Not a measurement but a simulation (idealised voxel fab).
process module | voxel wiring stack
cross-section cut | 155 nm wide | cells 5 nm
A cross-section is a grid of square cells, given in bands from the top down. A band is one or more rows of cells.
Each band's line starts with the height of the band's top and of its bottom, in nm. Then come its materials from left to right, each with its width in nm. One material with "throughout" fills the band from edge to edge. "air" is empty space.
Height 0 is the level under which the wafer as received is all one material. The lowest band goes on downwards, as in "0 down".
A width such as "30 to 40" changes by the same amount from each row of cells to the next, from the band's top row to its bottom row.
"no change" after a step means that no cell of the cross-section changed.
closed voids: empty space of 8 cells or more with no open way to the top, each as width x height at its distance from the left edge, in nm
after a step's settings: what the simulator itself notes on the step
overlay nm, on a step with a mask: how far to the right of its planned place the mask lay; to the left if negative
plan
1 op RECEIVE | material Si
2 op CONFORMAL_DEP | material SiO2 | thk nm 10
3 op DIRECTIONAL_DEP | material TiN | thk nm 5
4 op DIRECTIONAL_DEP | material Ru | thk nm 15
5 op MASKED_ETCH | tone cover | mask id METAL_1 | width nm 25 | pitch nm 45 | etch materials Ru | depth nm 15 | overlay nm 0
6 op MASKED_ETCH | tone cover | mask id METAL_1 | width nm 25 | pitch nm 45 | etch materials TiN | depth nm 5 | overlay nm 0
7 op FILL_DEP | material lowk | thk nm 5
8 op CMP | height nm 30
9 op CONFORMAL_DEP | material SiCN | thk nm 5
10 op DIRECTIONAL_DEP | material lowk | thk nm 10
11 op MASKED_ETCH | tone open | mask id PLUG_1 | width nm 15 | pitch nm 45 | etch materials lowk | depth nm 10 | overlay nm 0
12 op MASKED_ETCH | tone open | mask id PLUG_1 | width nm 15 | pitch nm 45 | etch materials SiCN | depth nm 5 | overlay nm 0
13 op EPI | material Ru | thk nm 10
14 op EPI | material Ru | thk nm 5
15 op CONFORMAL_DEP | material SiCN | thk nm 5
16 op DIRECTIONAL_DEP | material SiO2 | thk nm 25
17 op PATTERN | tone open | mask id METAL_2 | material resist | width nm 25 | pitch nm 45 | thk nm 20 | overlay nm 0
18 op DIRECTIONAL_ETCH | etch materials SiO2 | depth nm 25
19 op DIRECTIONAL_ETCH | etch materials SiCN | depth nm 5
20 op STRIP | etch materials resist
21 op CONFORMAL_DEP | material TiN | thk nm 5
22 op FILL_DEP | material Ru | thk nm 10
23 op CMP | height nm 75
24 op CONFORMAL_DEP | material SiCN | thk nm 5
25 op DIRECTIONAL_DEP | material SiO2 | thk nm 35
26 op PATTERN | tone open | mask id METAL_3 | material resist | width nm 25 | pitch nm 45 | thk nm 20 | overlay nm 0
27 op DIRECTIONAL_ETCH | etch materials SiO2 | depth nm 20
28 op STRIP | etch materials resist
29 op MASKED_ETCH | tone open | mask id METAL_3_HOLES | width nm 15 | pitch nm 90 | etch materials SiO2 | depth nm 15 | overlay nm 0
30 op MASKED_ETCH | tone open | mask id METAL_3_HOLES | width nm 15 | pitch nm 90 | etch materials SiCN | depth nm 5 | overlay nm 0
31 op CONFORMAL_DEP | material TiN | thk nm 5
32 op FILL_DEP | material Cu | thk nm 5
33 op CMP | height nm 115
34 op CONFORMAL_DEP | material SiN | thk nm 5
as received, after step 1
  0 down: Si throughout
  closed voids: none
a wafer at the end: this start, this plan, one mistake
  120 to 115: SiN throughout
  115 to 100: SiO2 20 | TiN 5 | Cu 15 | TiN 5 | SiO2 20 | TiN 5 | Cu 15 | TiN 5 | SiO2 20 | TiN 5 | Cu 15 | TiN 5 | SiO2 20
  100 to 95: SiO2 20 | TiN 5 | Cu 5 | TiN 15 | SiO2 20 | TiN 25 | SiO2 20 | TiN 5 | Cu 5 | TiN 15 | SiO2 20
  95 to 80: SiO2 20 | TiN 5 | Cu 5 | TiN 5 | SiO2 75 | TiN 5 | Cu 5 | TiN 5 | SiO2 30
  80 to 75: SiCN 20 | TiN 15 | SiCN 75 | TiN 15 | SiCN 30
  75 to 70: SiCN 20 | TiN 25 | SiCN 20 | TiN 25 | SiCN 20 | TiN 25 | SiCN 20
  70 to 45: SiO2 throughout
  45 to 35: lowk 20 | Ru 15 | lowk 30 | Ru 15 | lowk 30 | Ru 15 | lowk 30
  35 to 30: SiCN 20 | Ru 15 | SiCN 30 | Ru 15 | SiCN 30 | Ru 15 | SiCN 30
  30 to 15: lowk 20 | Ru 25 | lowk 20 | Ru 25 | lowk 20 | Ru 25 | lowk 20
  15 to 10: lowk 20 | TiN 25 | lowk 20 | TiN 25 | lowk 20 | TiN 25 | lowk 20
  10 to 0: SiO2 throughout
  0 down: Si throughout
  closed voids: none
what went wrong: steps 15 and 16 were swapped
